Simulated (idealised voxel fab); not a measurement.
Name of the process module below: voxel ribs on slabs
We display cut, a cross-section 230 nm in width whose square cells are each 5 nm.
A cross-section is a grid of square cells, given in bands from the top down. A band is one or more rows of cells. It is stipulated that each band's entry specify, in nanometres, the height of the top of the band and then that of its bottom, followed by the materials of the band in left-to-right sequence, each together with its width in nanometres. A single material marked by the word "everywhere" is understood to fill the band from edge to edge; the word "air" is understood to denote empty space. Height reference: 0 = level under which incoming wafer is all one material. Lowest band: no bottom, runs on downward, e.g. "0 down". Graded width ("30..40"): value in top row of band = first number; value in bottom row = second number; row-to-row change constant. You'll sometimes find "no alterations made" written for a step, and that's the way of saying that nowhere in the cross-section did a cell change during that step. In "Encapsulated voids" the enclosed voids are listed, meaning empty spaces of 8 cells or larger without any opening to the top. The form is width x height at distance, distance from the left edge, units nm. On each step's line, the part that comes after the settings is the simulator's own comment on the step. On any step carrying a mask, the "overlay nm" setting, if present on the step's line, tells how far right of its planned place the mask lay; negative values point to the left.

The following list gives the planned process steps
1. RECEIVE, material Si
2. DIRECTIONAL_DEP, material SiO2, thk nm 25
3. DIRECTIONAL_DEP, material SiN, thk nm 20
4. MASKED_ETCH, tone cover, mask id RIB, width nm 20, etch materials SiN, depth nm 10, overlay nm 0
5. PATTERN, tone cover, mask id SLAB, material resist, width nm 80, thk nm 15, overlay nm 0
6. DIRECTIONAL_ETCH, etch materials SiN, depth nm 10
7. STRIP, etch materials resist
8. FILL_DEP, material SiO2, thk nm 30
9. CMP, height nm 65
10. DIRECTIONAL_DEP, material TiN, thk nm 5
11. PATTERN, tone cover, mask id HEATER, material resist, width nm 30, thk nm 20, overlay nm 0
12. DIRECTIONAL_ETCH, etch materials TiN, depth nm 5
13. STRIP, etch materials resist
14. CONFORMAL_DEP, material SiO2, thk nm 10

Step 1 complete: cross-section of the wafer as received
- 0 down = Si everywhere
- Encapsulated voids: none

As-planned run: cross-section of the first of two wafers at end of module
- 80 to 75 = air 90 nm; SiO2 50 nm; air 90 nm
- 75 to 70 = SiO2 everywhere
- 70 to 65 = SiO2 100 nm; TiN 30 nm; SiO2 100 nm
- 65 to 45 = SiO2 everywhere
- 45 to 35 = SiO2 105 nm; SiN 20 nm; SiO2 105 nm
- 35 to 25 = SiO2 75 nm; SiN 80 nm; SiO2 75 nm
- 25 to 0 = SiO2 everywhere
- 0 down = Si everywhere
- Encapsulated voids: none

The second wafer, shown in cross-section after the module: started the same way as the first and given the same plan, yet one mistake crept into how it was run
- 80 to 75 = SiO2 110 nm; air 10 nm; SiO2 110 nm
- 75 to 70 = SiO2 everywhere
- 70 to 65 = TiN 100 nm; SiO2 30 nm; TiN 100 nm
- 65 to 45 = SiO2 everywhere
- 45 to 35 = SiO2 105 nm; SiN 20 nm; SiO2 105 nm
- 35 to 25 = SiO2 75 nm; SiN 80 nm; SiO2 75 nm
- 25 to 0 = SiO2 everywhere
- 0 down = Si everywhere
- Encapsulated voids: none
What broke from the plan during processing? step 11 changed vs plan, executed as PATTERN, tone open, mask id HEATER, material resist, width nm 30, thk nm 20, overlay nm 0
At the finish, the second wafer shows more or fewer cells for some materials than the first does: TiN +34
